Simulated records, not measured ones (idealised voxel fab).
Process module heading - voxel fin reveal
For reference, the cross-section in this document is cut, with width 160 nm and square cells of 5 nm.
The cross-sections in this document take the form of a grid made of square cells. They are written out as bands, in order from top to bottom. Each band consists of one or more rows of cells. Band entry format. Leading values: height of top, height of bottom, nm. Remainder: materials in left-to-right order, each with its width in nm. Special words: "throughout" on a single material, which then fills the band edge to edge; "air", empty space. Height is counted from the level 0, under which the received wafer is composed throughout of one material. The lowest of the bands is not closed at the bottom but continues downward, in the notation "0 down". Width spec "30 to 40" -> top row of cells at first value, bottom row at second value, equal per-row change in between. What does "identical to before" mean for a step? It means no cell of the cross-section changed in that step. Voids, fully enclosed: empty space of 8 cells or more with no open way to the top, each as width x height at its distance from the left edge, in nm. It should be noted that, on the line of a given step, the content following the step's settings is a remark produced by the simulator itself with respect to that step. A step line may carry the setting "overlay nm", which, for steps involving a mask, states the distance by which the mask lay to the right of its intended position; negative values denote displacement to the left.
THE PROCESS STEPS THAT WERE PLANNED ARE LISTED BELOW
1) RECEIVE,material Si
2) CONFORMAL_DEP,material SiN,thk nm 10
3) PATTERN,tone cover,mask id FINS,material resist,width nm 15,pitch nm 40,thk nm 20,overlay nm 0
4) DIRECTIONAL_ETCH,etch materials SiN,depth nm 10
5) DIRECTIONAL_ETCH,etch materials Si,depth nm 30
6) STRIP,etch materials resist
7) OXIDIZE,depth nm 5
8) FILL_DEP,material SiO2,thk nm 5
9) CMP,height nm 10
10) SELECTIVE_ETCH,etch materials SiO2,depth nm 15
11) STRIP,etch materials SiN
12) CONFORMAL_DEP,material HfO2,thk nm 5
Split variable: depth nm, step 10. Plan value = first wafer. Wafers start alike.
CROSS-SECTION OF THE FIRST INCOMING WAFER OF SEVERAL, STATE AFTER STEP 1
0 down = Si throughout
Voids, fully enclosed: none
POST STEP 12, THE CLOSING STEP OF THE MODULE: FIRST OF SEVERAL WAFERS, CROSS-SECTIONED
5 to 0 = 30 nm air | 15 nm HfO2 | 25 nm air | 15 nm HfO2 | 25 nm air | 15 nm HfO2 | 35 nm air
0 to -5 = 35 nm HfO2 | 5 nm Si | 35 nm HfO2 | 5 nm Si | 35 nm HfO2 | 5 nm Si | 40 nm HfO2
-5 to -35 = 35 nm SiO2 | 5 nm Si | 35 nm SiO2 | 5 nm Si | 35 nm SiO2 | 5 nm Si | 40 nm SiO2
-35 down = Si throughout
Voids, fully enclosed: none
LAST-WAFER CROSS-SECTION AT THE END OF THE MODULE
5 to 0 = 30 nm air | 15 nm HfO2 | 25 nm air | 15 nm HfO2 | 25 nm air | 15 nm HfO2 | 35 nm air
0 to -25 = 30 nm air | 5 nm HfO2 | 5 nm Si | 5 nm HfO2 | 25 nm air | 5 nm HfO2 | 5 nm Si | 5 nm HfO2 | 25 nm air | 5 nm HfO2 | 5 nm Si | 5 nm HfO2 | 35 nm air
-25 to -30 = 35 nm HfO2 | 5 nm Si | 35 nm HfO2 | 5 nm Si | 35 nm HfO2 | 5 nm Si | 40 nm HfO2
-30 to -35 = 35 nm SiO2 | 5 nm Si | 35 nm SiO2 | 5 nm Si | 35 nm SiO2 | 5 nm Si | 40 nm SiO2
-35 down = Si throughout
Voids, fully enclosed: none
NOTE: THE FOLLOWING TABLE IS ARRANGED BY WAFER, A ROW APIECE. EACH ROW REPORTS THE END-OF-MODULE STATE: PER MATERIAL, CELLS GAINED (+) OR CELLS LOST (-) COMPARED WITH THE WAFER AS RECEIVED; CLOSED VOIDS FOLLOW
depth nm 15, +38 HfO2, -203 Si, +174 SiO2, Voids, fully enclosed: none
depth nm 20, +44 HfO2, -203 Si, +145 SiO2, Voids, fully enclosed: none
depth nm 25, +50 HfO2, -203 Si, +116 SiO2, Voids, fully enclosed: none
depth nm 30, +56 HfO2, -203 Si, +87 SiO2, Voids, fully enclosed: none
depth nm 35, +62 HfO2, -203 Si, +58 SiO2, Voids, fully enclosed: none
depth nm 40, +68 HfO2, -203 Si, +29 SiO2, Voids, fully enclosed: none
